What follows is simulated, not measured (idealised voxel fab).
Process module under the name voxel lift off
Cross-sectional view cut (width: 180 nm; square cell size: 5 nm).
Think of the cross-section as a grid of square cells. We describe it in bands, top to bottom, and each band covers one or more rows of those cells. What a band's entry tells you: where the top is and where the bottom is, as heights in nm, and after that what lies inside, material by material from left to right, each with its width in nm. Empty space is written as the word "empty", and a single material marked with the word "everywhere" occupies the band from edge to edge. The reference from which all heights are counted is 0, the level beneath which the as-received wafer is entirely one material; the lowest band, having no lower bound, proceeds downward and is written after the example "top 0, no bottom". The width entry "30 to 40" should be interpreted row by row: the top row of cells in the band takes the first number, the bottom row takes the second number, and the change between adjacent rows is uniform throughout. The cross-section has no changed cell in any step marked "nothing different". So "Enclosed void list" is basically the list of trapped voids: any empty space of 8 cells or more that can't reach the top through an opening. They're written width x height at distance, the distance being from the left edge, and it's all nm. Read whatever lies past the settings on a step's line as the simulator's own remark about the step. overlay nm: right-of-plan distance of the mask on a masked step; negative values mean left-of-plan.

These are the steps we planned for the process:
1. op RECEIVE | material Si
2. op CONFORMAL_DEP | material SiO2 | thk nm 10
3. op PATTERN | tone open | mask id LINES | material resist | width nm 15 | pitch nm 35 | thk nm 15 | overlay nm 0
4. op DIRECTIONAL_DEP | material Ru | thk nm 5
5. op STRIP | etch materials resist
6. op CONFORMAL_DEP | material SiO2 | thk nm 10

Cross-section: wafer on arrival = after step 1:
    top 0, no bottom | Si everywhere
    Enclosed void list: none

One mistake in running the module, otherwise start and plan as above: cross-section at the end:
    top 25, bottom 15 | SiO2 everywhere
    top 15, bottom 10 | 45 Ru / 15 SiO2 / 20 Ru / 15 SiO2 / 20 Ru / 15 SiO2 / 50 Ru
    top 10, bottom 0 | SiO2 everywhere
    top 0, no bottom | Si everywhere
    Enclosed void list: none
Nonconformance to the process plan: step 3 did not use the planned setting and instead ran as op PATTERN | tone cover | mask id LINES | material resist | width nm 15 | pitch nm 35 | thk nm 15 | overlay nm 0
